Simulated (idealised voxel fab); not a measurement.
Process module in this document: voxel ribs on slabs
We display cut, a cross-section 240 nm in width whose square cells are each 5 nm.
The cross-sections in this document take the form of a grid made of square cells. They are written out as bands, in order from top to bottom. Each band consists of one or more rows of cells. Top height, bottom height, nm. Materials left to right, width each, nm. Single material + "edge to edge" = fills band edge to edge. "empty" = empty. Height 0 is the level under which the wafer as received is all one material. The lowest band goes on downwards, as in "from 0 down". With a width like "30..40", each row of cells in the band differs from the next by the same amount, the top row carrying the first number and the bottom row the second. Basically "remained the same" means that step didn't change any cell in the cross-section. This entry, "Closed void catalog", enumerates those empty regions of no fewer than 8 cells that possess no open connection to the top. Each region is reported in the form width x height at distance, the distance being taken from the left edge, with all three quantities expressed in nm. It should be noted that, on the line of a given step, the content following the step's settings is a remark produced by the simulator itself with respect to that step. The "overlay nm" setting may appear on a step's line; for a step that uses a mask, it gives how far to the right of its planned position the mask lay, and a negative value indicates the left.
Plan:
1: RECEIVE with material Si
2: DIRECTIONAL_DEP with material SiO2, thk nm 30
3: DIRECTIONAL_DEP with material SiN, thk nm 20
4: MASKED_ETCH with tone cover, mask id RIB, width nm 25, etch materials SiN, depth nm 5, overlay nm 0
5: PATTERN with tone cover, mask id SLAB, material resist, width nm 65, thk nm 20, overlay nm 0
6: DIRECTIONAL_ETCH with etch materials SiN, depth nm 15
7: STRIP with etch materials resist
8: FILL_DEP with material SiO2, thk nm 15
9: CMP with height nm 60
10: DIRECTIONAL_DEP with material TiN, thk nm 5
11: DIRECTIONAL_DEP with material aC, thk nm 10
12: PATTERN with tone cover, mask id HEATER, material resist, width nm 35, thk nm 25, overlay nm 0
13: DIRECTIONAL_ETCH with etch materials aC, depth nm 10
14: STRIP with etch materials resist
15: DIRECTIONAL_ETCH with etch materials TiN, depth nm 5
16: STRIP with etch materials aC
17: CONFORMAL_DEP with material SiO2, thk nm 10
First wafer, two in total, run as planned:
Cross-section of the wafer as it came to us, i.e., already through step 1:
- from 0 down | Si edge to edge
- Closed void catalog: none
Take a look at the wafer's cross-section after step 2:
- from 30 to 0 | SiO2 edge to edge
- At heights below 0, the structure remains unaltered.
Take a look at the wafer's cross-section after step 3:
- from 50 to 30 | SiN edge to edge
- At heights below 30, the structure remains unaltered.
Take a look at the wafer's cross-section after step 4:
- from 50 to 45 | empty 105; SiN 25; empty 110
- At heights below 45, the structure remains unaltered.
Take a look at the wafer's cross-section after step 5:
- from 70 to 50 | empty 85; resist 65; empty 90
- from 50 to 45 | empty 85; resist 20; SiN 25; resist 20; empty 90
- At heights below 45, the structure remains unaltered.
Take a look at the wafer's cross-section after step 6:
- from 70 to 50 | empty 85; resist 65; empty 90
- from 50 to 45 | empty 85; resist 20; SiN 25; resist 20; empty 90
- from 45 to 30 | empty 85; SiN 65; empty 90
- At heights below 30, the structure remains unaltered.
Take a look at the wafer's cross-section after step 7:
- from 50 to 45 | empty 105; SiN 25; empty 110
- At heights below 45, the structure remains unaltered.
Take a look at the wafer's cross-section after step 8:
- from 65 to 50 | SiO2 edge to edge
- from 50 to 45 | SiO2 105; SiN 25; SiO2 110
- from 45 to 30 | SiO2 85; SiN 65; SiO2 90
- At heights below 30, the structure remains unaltered.
Take a look at the wafer's cross-section after step 9:
- from 60 to 50 | SiO2 edge to edge
- At heights below 50, the structure remains unaltered.
Take a look at the wafer's cross-section after step 10:
- from 65 to 60 | TiN edge to edge
- At heights below 60, the structure remains unaltered.
Take a look at the wafer's cross-section after step 11:
- from 75 to 65 | aC edge to edge
- At heights below 65, the structure remains unaltered.
Take a look at the wafer's cross-section after step 12:
- from 100 to 75 | empty 100; resist 35; empty 105
- At heights below 75, the structure remains unaltered.
Take a look at the wafer's cross-section after step 13:
- from 90 to 75 | empty 100; resist 35; empty 105
- from 75 to 65 | empty 100; aC 35; empty 105
- At heights below 65, the structure remains unaltered.
Take a look at the wafer's cross-section after step 14:
- from 75 to 65 | empty 100; aC 35; empty 105
- At heights below 65, the structure remains unaltered.
Take a look at the wafer's cross-section after step 15:
- from 75 to 65 | empty 100; aC 35; empty 105
- from 65 to 60 | empty 100; TiN 35; empty 105
- At heights below 60, the structure remains unaltered.
Take a look at the wafer's cross-section after step 16:
- from 65 to 60 | empty 100; TiN 35; empty 105
- At heights below 60, the structure remains unaltered.
Take a look at the wafer's cross-section after step 17:
- from 75 to 70 | empty 90; SiO2 55; empty 95
- from 70 to 65 | SiO2 edge to edge
- from 65 to 60 | SiO2 100; TiN 35; SiO2 105
- At heights below 60, the structure remains unaltered.
The second wafer began exactly as the first did and followed the same plan, but one mistake was made while running it; through step 3 inclusive, the two wafers are identical:
Second wafer, sectioned view, at step 4's planned end time:
- from 50 to 45 | SiN 105; empty 25; SiN 110
- At heights below 45, the structure remains unaltered.
Second wafer, sectioned view, at step 5's planned end time:
- from 70 to 50 | empty 85; resist 65; empty 90
- from 50 to 45 | SiN 105; resist 25; SiN 110
- At heights below 45, the structure remains unaltered.
Second wafer, sectioned view, at step 6's planned end time:
- from 70 to 50 | empty 85; resist 65; empty 90
- from 50 to 45 | empty 85; SiN 20; resist 25; SiN 20; empty 90
- from 45 to 35 | empty 85; SiN 65; empty 90
- At heights below 35, the structure remains unaltered.
Second wafer, sectioned view, at step 7's planned end time:
- from 50 to 45 | empty 85; SiN 20; empty 25; SiN 20; empty 90
- At heights below 45, the structure remains unaltered.
Second wafer, sectioned view, at step 8's planned end time:
- from 65 to 50 | SiO2 edge to edge
- from 50 to 45 | SiO2 85; SiN 20; SiO2 25; SiN 20; SiO2 90
- from 45 to 35 | SiO2 85; SiN 65; SiO2 90
- At heights below 35, the structure remains unaltered.
Second wafer, sectioned view, at step 9's planned end time:
- from 60 to 50 | SiO2 edge to edge
- At heights below 50, the structure remains unaltered.
Second wafer, sectioned view, at step 10's planned end time:
- from 65 to 60 | TiN edge to edge
- At heights below 60, the structure remains unaltered.
Second wafer, sectioned view, at step 11's planned end time:
- from 75 to 65 | aC edge to edge
- At heights below 65, the structure remains unaltered.
Second wafer, sectioned view, at step 12's planned end time:
- from 100 to 75 | empty 100; resist 35; empty 105
- At heights below 75, the structure remains unaltered.
Second wafer, sectioned view, at step 13's planned end time:
- from 90 to 75 | empty 100; resist 35; empty 105
- from 75 to 65 | empty 100; aC 35; empty 105
- At heights below 65, the structure remains unaltered.
Second wafer, sectioned view, at step 14's planned end time:
- from 75 to 65 | empty 100; aC 35; empty 105
- At heights below 65, the structure remains unaltered.
Second wafer, sectioned view, at step 15's planned end time:
- from 75 to 65 | empty 100; aC 35; empty 105
- from 65 to 60 | empty 100; TiN 35; empty 105
- At heights below 60, the structure remains unaltered.
Second wafer, sectioned view, at step 16's planned end time:
- from 65 to 60 | empty 100; TiN 35; empty 105
- At heights below 60, the structure remains unaltered.
Second wafer, sectioned view, at step 17's planned end time:
- from 75 to 70 | empty 90; SiO2 55; empty 95
- from 70 to 65 | SiO2 edge to edge
- from 65 to 60 | SiO2 100; TiN 35; SiO2 105
- At heights below 60, the structure remains unaltered.
Where did the run depart from the plan? step 4, actual vs plan mismatch, actual run MASKED_ETCH with tone open, mask id RIB, width nm 25, etch materials SiN, depth nm 5, overlay nm 0
It is noted that, at the conclusion of processing, the second wafer exhibits a higher or lower cell count for certain materials relative to the first: SiN +38; SiO2 -38
